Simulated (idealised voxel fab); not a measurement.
process module | voxel wiring stack
cross-section cut | 215 nm wide | cells 5 nm
A cross-section is a grid of square cells, given in bands from the top down. A band is one or more rows of cells.
Each band's line starts with the height of the band's top and of its bottom, in nm. Then come its materials from left to right, each with its width in nm. One material with "throughout" fills the band from edge to edge. "air" is empty space.
Height 0 is the level under which the wafer as received is all one material. The lowest band goes on downwards, as in "0 down".
A width such as "30 to 40" changes by the same amount from each row of cells to the next, from the band's top row to its bottom row.
"no change" after a step means that no cell of the cross-section changed.
closed voids: empty space of 8 cells or more with no open way to the top, each as width x height at its distance from the left edge, in nm
after a step's settings: what the simulator itself notes on the step
overlay nm, on a step with a mask: how far to the right of its planned place the mask lay; to the left if negative
plan
1 op RECEIVE | material Si
2 op CONFORMAL_DEP | material SiO2 | thk nm 15
3 op DIRECTIONAL_DEP | material TiN | thk nm 5
4 op DIRECTIONAL_DEP | material Ru | thk nm 20
5 op MASKED_ETCH | tone cover | mask id METAL_1 | width nm 25 | pitch nm 55 | etch materials Ru | depth nm 20 | overlay nm 0
6 op MASKED_ETCH | tone cover | mask id METAL_1 | width nm 25 | pitch nm 55 | etch materials TiN | depth nm 5 | overlay nm 0
7 op CONFORMAL_DEP | material SiN | thk nm 5
8 op FILL_DEP | material lowk | thk nm 5
9 op CMP | height nm 40
10 op CONFORMAL_DEP | material SiCN | thk nm 5
11 op DIRECTIONAL_DEP | material SiO2 | thk nm 30
12 op PATTERN | tone open | mask id METAL_2 | material resist | width nm 25 | pitch nm 55 | thk nm 15 | overlay nm 0
13 op DIRECTIONAL_ETCH | etch materials SiO2 | depth nm 20
14 op STRIP | etch materials resist
15 op DIRECTIONAL_DEP | material aC | thk nm 15
16 op PATTERN | tone open | mask id METAL_2_HOLES | material resist | width nm 15 | pitch nm 55 | thk nm 30 | overlay nm 0
17 op DIRECTIONAL_ETCH | etch materials aC | depth nm 15
18 op STRIP | etch materials resist
19 op DIRECTIONAL_ETCH | etch materials SiO2 | depth nm 10
20 op DIRECTIONAL_ETCH | etch materials SiCN | depth nm 5
21 op STRIP | etch materials aC
22 op CONFORMAL_DEP | material TiN | thk nm 5
23 op FILL_DEP | material Cu | thk nm 10
24 op CMP | height nm 75
25 op CONFORMAL_DEP | material SiCN | thk nm 5
as received, after step 1
  0 down: Si throughout
  closed voids: none
first wafer at the end, as planned
  80 to 75: SiCN throughout
  75 to 60: SiO2 40 | TiN 5 | Cu 15 | TiN 5 | SiO2 30 | TiN 5 | Cu 15 | TiN 5 | SiO2 30 | TiN 5 | Cu 15 | TiN 5 | SiO2 40
  60 to 55: SiO2 40 | TiN 5 | Cu 5 | TiN 15 | SiO2 30 | TiN 5 | Cu 5 | TiN 15 | SiO2 30 | TiN 5 | Cu 5 | TiN 15 | SiO2 40
  55 to 45: SiO2 40 | TiN 5 | Cu 5 | TiN 5 | SiO2 40 | TiN 5 | Cu 5 | TiN 5 | SiO2 40 | TiN 5 | Cu 5 | TiN 5 | SiO2 50
  45 to 40: SiCN 40 | TiN 15 | SiCN 40 | TiN 15 | SiCN 40 | TiN 15 | SiCN 50
  40 to 20: lowk 35 | SiN 5 | Ru 25 | SiN 5 | lowk 20 | SiN 5 | Ru 25 | SiN 5 | lowk 20 | SiN 5 | Ru 25 | SiN 5 | lowk 35
  20 to 15: SiN 40 | TiN 25 | SiN 30 | TiN 25 | SiN 30 | TiN 25 | SiN 40
  15 to 0: SiO2 throughout
  0 down: Si throughout
  closed voids: none
second wafer at the end: like start, like plan, one mistake
  75 to 70: SiCN throughout
  70 to 60: SiO2 40 | TiN 5 | Cu 15 | TiN 5 | SiO2 30 | TiN 5 | Cu 15 | TiN 5 | SiO2 30 | TiN 5 | Cu 15 | TiN 5 | SiO2 40
  60 to 55: SiO2 40 | TiN 5 | Cu 5 | TiN 15 | SiO2 30 | TiN 5 | Cu 5 | TiN 15 | SiO2 30 | TiN 5 | Cu 5 | TiN 15 | SiO2 40
  55 to 45: SiO2 40 | TiN 5 | Cu 5 | TiN 5 | SiO2 40 | TiN 5 | Cu 5 | TiN 5 | SiO2 40 | TiN 5 | Cu 5 | TiN 5 | SiO2 50
  45 to 40: SiCN 40 | TiN 15 | SiCN 40 | TiN 15 | SiCN 40 | TiN 15 | SiCN 50
  40 to 20: lowk 35 | SiN 5 | Ru 25 | SiN 5 | lowk 20 | SiN 5 | Ru 25 | SiN 5 | lowk 20 | SiN 5 | Ru 25 | SiN 5 | lowk 35
  20 to 15: SiN 40 | TiN 25 | SiN 30 | TiN 25 | SiN 30 | TiN 25 | SiN 40
  15 to 0: SiO2 throughout
  0 down: Si throughout
  closed voids: none
what went wrong: step 24 ran as: op CMP | height nm 70
at the end the second wafer has, in cells: 9 fewer of Cu | 28 fewer of SiO2 | 6 fewer of TiN
